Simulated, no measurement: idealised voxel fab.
The process module presented herein is designated voxel lift off.
Section shown: cut. Width: 210 nm. Cell size: 5 nm, square.
If you're reading a cross-section in this doc, picture square cells in a grid; it comes to you as bands, top ones listed first down to the bottom, and a band can be one or more rows of cells. It is stipulated that each band's entry specify, in nanometres, the height of the top of the band and then that of its bottom, followed by the materials of the band in left-to-right sequence, each together with its width in nanometres. A single material marked by the word "edge to edge" is understood to fill the band from edge to edge; the word "blank" is understood to denote empty space. Measure heights from 0. That's the level where, below it, the as-received wafer is all one material. The lowest band is bottomless and extends downward; write it as in "0 -> down". The width entry "30->40" should be interpreted row by row: the top row of cells in the band takes the first number, the bottom row takes the second number, and the change between adjacent rows is uniform throughout. When a step is marked "left unchanged", none of the cells in the cross-section changed during that step. Closed empty spaces (no open way to the top) of 8 cells or more are what "Closed-off voids" lists, each as width x height at distance from the left edge, nm for all three. Note: text after step settings on the step line = simulator remark on that step. overlay nm: mask right of planned place by this much (step with mask). Neg. = left.

-- Process steps foreseen in the plan
| 1 | RECEIVE | material Si |
| 2 | CONFORMAL_DEP | material Al2O3 | thk nm 15 |
| 3 | PATTERN | tone open | mask id LINES | material resist | width nm 30 | pitch nm 50 | thk nm 30 | overlay nm 0 |
| 4 | DIRECTIONAL_DEP | material Ru | thk nm 15 |
| 5 | STRIP | etch materials resist |
| 6 | CONFORMAL_DEP | material SiO2 | thk nm 10 |

-- So this is the incoming wafer in cross-section - it's already been through step 1
    0 -> down = Si edge to edge
    Closed-off voids: none

-- Here's the wafer cut in cross-section after the module, started and planned just like above, except one thing was done wrong in the run
    40 -> 25 = blank: 30, SiO2: 150, blank: 30
    25 -> 15 = SiO2 edge to edge
    15 -> 0 = Al2O3 edge to edge
    0 -> down = Si edge to edge
    Closed-off voids: none
Short version of what went wrong: step 4 off recipe, ran as DIRECTIONAL_DEP | material SiO2 | thk nm 15
